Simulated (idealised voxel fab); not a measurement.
process module | voxel transistor to metal
cross-section cut | 155 nm wide | cells 5 nm
A cross-section is a grid of square cells, given in bands from the top down. A band is one or more rows of cells.
Each band's line starts with the height of the band's top and of its bottom, in nm. Then come its materials from left to right, each with its width in nm. One material with "throughout" fills the band from edge to edge. "air" is empty space.
Height 0 is the level under which the wafer as received is all one material. The lowest band goes on downwards, as in "0 down".
A width such as "30 to 40" changes by the same amount from each row of cells to the next, from the band's top row to its bottom row.
"no change" after a step means that no cell of the cross-section changed.
closed voids: empty space of 8 cells or more with no open way to the top, each as width x height at its distance from the left edge, in nm
after a step's settings: what the simulator itself notes on the step
overlay nm, on a step with a mask: how far to the right of its planned place the mask lay; to the left if negative
plan
1 op RECEIVE | material Si
2 op CONFORMAL_DEP | material SiO2 | thk nm 5
3 op CONFORMAL_DEP | material SiN | thk nm 15
4 op MASKED_ETCH | tone cover | mask id ACTIVE | width nm 120 | etch materials SiN | depth nm 15 | overlay nm 0
5 op MASKED_ETCH | tone cover | mask id ACTIVE | width nm 110 | etch materials SiO2 | depth nm 5 | overlay nm 0
6 op MASKED_ETCH | tone cover | mask id ACTIVE | width nm 120 | etch materials Si | depth nm 20 | overlay nm 0
7 op FILL_DEP | material SiO2 | thk nm 5
8 op CMP | height nm 20
9 op SELECTIVE_ETCH | etch materials SiO2 | depth nm 10
10 op STRIP | etch materials SiN
11 op SELECTIVE_ETCH | etch materials SiO2 | depth nm 5
12 op OXIDIZE | depth nm 5
13 op DIRECTIONAL_DEP | material polySi | thk nm 20
14 op DIRECTIONAL_DEP | material SiCN | thk nm 15
15 op PATTERN | tone cover | mask id GATE | material resist | width nm 30 | thk nm 15 | overlay nm 0
16 op DIRECTIONAL_ETCH | etch materials SiCN | depth nm 25
17 op DIRECTIONAL_ETCH | etch materials polySi | depth nm 30
18 op STRIP | etch materials resist
19 op CONFORMAL_DEP | material SiN | thk nm 5
20 op DIRECTIONAL_ETCH | etch materials SiN | depth nm 5
21 op DIRECTIONAL_ETCH | etch materials SiO2 | depth nm 5
22 op DIRECTIONAL_ETCH | etch materials Si | depth nm 15
23 op EPI | material SiGe | thk nm 15
24 op FILL_DEP | material SiO2 | thk nm 10
25 op CMP | height nm 20
26 op STRIP | etch materials polySi
27 op SELECTIVE_ETCH | etch materials SiO2 | depth nm 5
28 op CONFORMAL_DEP | material HfO2 | thk nm 5
29 op CONFORMAL_DEP | material TiN | thk nm 5
30 op FILL_DEP | material W | thk nm 10
31 op CMP | height nm 15
32 op DIRECTIONAL_DEP | material SiO2 | thk nm 15
33 op PATTERN | tone open | mask id CONTACT | material resist | width nm 20 | pitch nm 80 | thk nm 20 | overlay nm 0
34 op DIRECTIONAL_ETCH | etch materials SiO2 | depth nm 35
35 op STRIP | etch materials resist
36 op CONFORMAL_DEP | material TiN | thk nm 5
37 op FILL_DEP | material W | thk nm 5
38 op CMP | height nm 30
39 op DIRECTIONAL_DEP | material TiN | thk nm 5
40 op DIRECTIONAL_DEP | material Ru | thk nm 25
41 op MASKED_ETCH | tone cover | mask id METAL_1 | width nm 20 | pitch nm 80 | etch materials Ru | depth nm 25 | overlay nm 0
42 op MASKED_ETCH | tone cover | mask id METAL_1 | width nm 20 | pitch nm 80 | etch materials TiN | depth nm 5 | overlay nm 0
43 op FILL_DEP | material lowk | thk nm 10
44 op CMP | height nm 60
45 op CONFORMAL_DEP | material SiCN | thk nm 5
46 op DIRECTIONAL_DEP | material SiO2 | thk nm 35
47 op MASKED_ETCH | tone open | mask id METAL_2 | width nm 20 | pitch nm 80 | etch materials SiO2 | depth nm 20 | overlay nm 0
48 op DIRECTIONAL_DEP | material aC | thk nm 10
49 op PATTERN | tone open | mask id METAL_2_HOLES | material resist | width nm 15 | pitch nm 80 | thk nm 30 | overlay nm 0
50 op DIRECTIONAL_ETCH | etch materials aC | depth nm 10
51 op STRIP | etch materials resist
52 op DIRECTIONAL_ETCH | etch materials SiO2 | depth nm 15
53 op DIRECTIONAL_ETCH | etch materials SiCN | depth nm 5
54 op STRIP | etch materials aC
55 op CONFORMAL_DEP | material TiN | thk nm 5
56 op FILL_DEP | material Cu | thk nm 10
57 op CMP | height nm 100
58 op CONFORMAL_DEP | material SiCN | thk nm 5
varied across the wafers: width nm of step 5. The plan shows the first wafer's value. All wafers start alike
first wafer as received, after step 1
  0 down: Si throughout
  closed voids: none
first wafer at the end, after step 58
  105 to 100: SiCN throughout
  100 to 85: SiO2 25 | TiN 5 | Cu 10 | TiN 5 | SiO2 60 | TiN 5 | Cu 10 | TiN 5 | SiO2 30
  85 to 80: SiO2 25 | TiN 5 | Cu 5 | TiN 10 | SiO2 60 | TiN 5 | Cu 5 | TiN 10 | SiO2 30
  80 to 65: SiO2 25 | TiN 5 | Cu 5 | TiN 5 | SiO2 65 | TiN 5 | Cu 5 | TiN 5 | SiO2 35
  65 to 60: SiCN 25 | TiN 15 | SiCN 65 | TiN 15 | SiCN 35
  60 to 35: lowk 25 | Ru 20 | lowk 60 | Ru 20 | lowk 30
  35 to 30: lowk 25 | TiN 20 | lowk 60 | TiN 20 | lowk 30
  30 to 15: SiO2 25 | TiN 5 | W 10 | TiN 5 | SiO2 60 | TiN 5 | W 10 | TiN 5 | SiO2 30
  15 to 10: SiO2 25 | TiN 5 | W 5 | TiN 10 | SiO2 10 | SiN 5 | HfO2 5 | TiN 5 | W 10 | TiN 5 | HfO2 5 | SiN 5 | SiO2 10 | TiN 10 | W 5 | TiN 5 | SiO2 30
  10 to 5: SiO2 25 | TiN 5 | W 5 | TiN 5 | SiGe 15 | SiN 5 | HfO2 5 | TiN 5 | W 10 | TiN 5 | HfO2 5 | SiN 5 | SiGe 15 | TiN 5 | W 5 | TiN 5 | SiO2 30
  5 to 0: SiO2 10 | SiN 5 | SiO2 10 | TiN 5 | W 5 | TiN 5 | SiGe 15 | SiN 5 | HfO2 5 | TiN 20 | HfO2 5 | SiN 5 | SiGe 15 | TiN 5 | W 5 | TiN 5 | SiO2 10 | SiN 5 | SiO2 15
  0 to -5: SiO2 25 | TiN 15 | SiGe 15 | HfO2 40 | SiGe 15 | TiN 15 | SiO2 30
  -5 to -20: SiO2 15 | SiGe 40 | Si 40 | SiGe 40 | SiO2 20
  -20 down: Si throughout
  closed voids: none
last wafer at the end
  105 to 100: SiCN throughout
  100 to 85: SiO2 25 | TiN 5 | Cu 10 | TiN 5 | SiO2 60 | TiN 5 | Cu 10 | TiN 5 | SiO2 30
  85 to 80: SiO2 25 | TiN 5 | Cu 5 | TiN 10 | SiO2 60 | TiN 5 | Cu 5 | TiN 10 | SiO2 30
  80 to 65: SiO2 25 | TiN 5 | Cu 5 | TiN 5 | SiO2 65 | TiN 5 | Cu 5 | TiN 5 | SiO2 35
  65 to 60: SiCN 25 | TiN 15 | SiCN 65 | TiN 15 | SiCN 35
  60 to 35: lowk 25 | Ru 20 | lowk 60 | Ru 20 | lowk 30
  35 to 30: lowk 25 | TiN 20 | lowk 60 | TiN 20 | lowk 30
  30 to 15: SiO2 25 | TiN 5 | W 10 | TiN 5 | SiO2 60 | TiN 5 | W 10 | TiN 5 | SiO2 30
  15 to 10: SiO2 25 | TiN 5 | W 5 | TiN 10 | SiO2 10 | SiN 5 | HfO2 5 | TiN 5 | W 10 | TiN 5 | HfO2 5 | SiN 5 | SiO2 10 | TiN 20 | SiO2 30
  10 to 5: SiO2 25 | TiN 5 | W 5 | TiN 5 | SiGe 15 | SiN 5 | HfO2 5 | TiN 5 | W 10 | TiN 5 | HfO2 5 | SiN 5 | SiGe 15 | TiN 10 | SiGe 20 | SiO2 15
  5 to 0: SiO2 10 | SiN 5 | SiO2 10 | TiN 5 | W 5 | TiN 5 | SiGe 15 | SiN 5 | HfO2 5 | TiN 20 | HfO2 5 | SiN 5 | SiGe 15 | TiN 10 | SiGe 15 | SiN 5 | SiO2 15
  0 to -5: SiO2 25 | TiN 15 | SiGe 15 | HfO2 40 | SiGe 15 | TiN 10 | SiGe 15 | SiO2 20
  -5 to -20: SiO2 15 | SiGe 40 | Si 40 | SiGe 40 | Si 5 | SiO2 15
  -20 down: Si throughout
  closed voids: none
each wafer at the end: cells of each material gained (+) or lost (-) since it was received, then its closed voids
width nm 110 | +20 Cu | +14 HfO2 | +40 Ru | -100 Si | +56 SiCN | +66 SiGe | +8 SiN | +303 SiO2 | +84 TiN | +22 W | +138 lowk | closed voids: none
width nm 115 | +20 Cu | +14 HfO2 | +40 Ru | -100 Si | +56 SiCN | +66 SiGe | +8 SiN | +303 SiO2 | +84 TiN | +22 W | +138 lowk | closed voids: none
width nm 120 | +20 Cu | +14 HfO2 | +40 Ru | -100 Si | +56 SiCN | +66 SiGe | +8 SiN | +303 SiO2 | +84 TiN | +22 W | +138 lowk | closed voids: none
width nm 125 | +20 Cu | +14 HfO2 | +40 Ru | -97 Si | +56 SiCN | +76 SiGe | +8 SiN | +293 SiO2 | +84 TiN | +19 W | +138 lowk | closed voids: none
